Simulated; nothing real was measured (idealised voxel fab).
Presented below is a process module, voxel fin reveal.
The cross-section shown here is cut; it is 285 nm wide and divided into square cells measuring 5 nm on a side.
If you're reading a cross-section in this doc, picture square cells in a grid; it comes to you as bands, top ones listed first down to the bottom, and a band can be one or more rows of cells. Band entry format. Leading values: height of top, height of bottom, nm. Remainder: materials in left-to-right order, each with its width in nm. Special words: "throughout" on a single material, which then fills the band edge to edge; "blank", empty space. Where do heights start? At 0: under that level the wafer as delivered is made of one material only. And the lowest band has no floor; it just carries on downward, as in "from 0 down". You'd read "30 to 40" like this: the band's top row of cells is as wide as the first number, its bottom row is as wide as the second, and going down, every row changes width by the same amount as the row before did. Given "same as before" for a step, no cell of the cross-section differs between before and after that step. For the entry "Closed void listing", the listed items are empty spaces with no open way to the top whose size is 8 cells or more; each item follows the pattern width x height at distance, where distance is from the left edge and all three are in nm. Note: text after step settings on the step line = simulator remark on that step. The line of a step may include "overlay nm". On a step with a mask, this value is how far to the right of its planned place the mask lay. A negative value means the mask lay to the left.

### Process steps - plan
- 1: op RECEIVE | material Si
- 2: op CONFORMAL_DEP | material SiN | thk nm 10
- 3: op MASKED_ETCH | tone cover | mask id FINS | width nm 15 | pitch nm 35 | etch materials SiN | depth nm 10 | overlay nm 0
- 4: op MASKED_ETCH | tone cover | mask id FINS | width nm 15 | pitch nm 35 | etch materials Si | depth nm 30 | overlay nm 0
- 5: op OXIDIZE | depth nm 5
- 6: op FILL_DEP | material SiO2 | thk nm 15
- 7: op CMP | height nm 10
- 8: op SELECTIVE_ETCH | etch materials SiO2 | depth nm 30
- 9: op STRIP | etch materials SiN

### Cross-section: wafer on arrival = after step 1
- from 0 down = Si throughout
- Closed void listing: none

### Cross-section, first of two wafers, end of module, run as planned
- from 0 to -20 = 120 nm blank | 5 nm Si | 30 nm blank | 5 nm Si | 125 nm blank
- from -20 to -35 = 120 nm SiO2 | 5 nm Si | 30 nm SiO2 | 5 nm Si | 125 nm SiO2
- from -35 down = Si throughout
- Closed void listing: none

### Cross-section, second wafer: same start as the first, same plan as the first, one mistake in running it; taken at the end of the module
- from 0 to -20 = 120 nm blank | 10 nm Si | 25 nm blank | 10 nm Si | 120 nm blank
- from -20 to -35 = 120 nm SiO2 | 10 nm Si | 25 nm SiO2 | 10 nm Si | 120 nm SiO2
- from -35 down = Si throughout
- Closed void listing: none
Where did the run depart from the plan? heads up, step 3 didn't go per plan, it actually ran as op MASKED_ETCH | tone cover | mask id FINS | width nm 20 | pitch nm 35 | etch materials SiN | depth nm 10 | overlay nm 0
The closing comparison, in cells, has the second wafer with more or fewer of some materials than the first: 14 more of Si | 6 fewer of SiO2
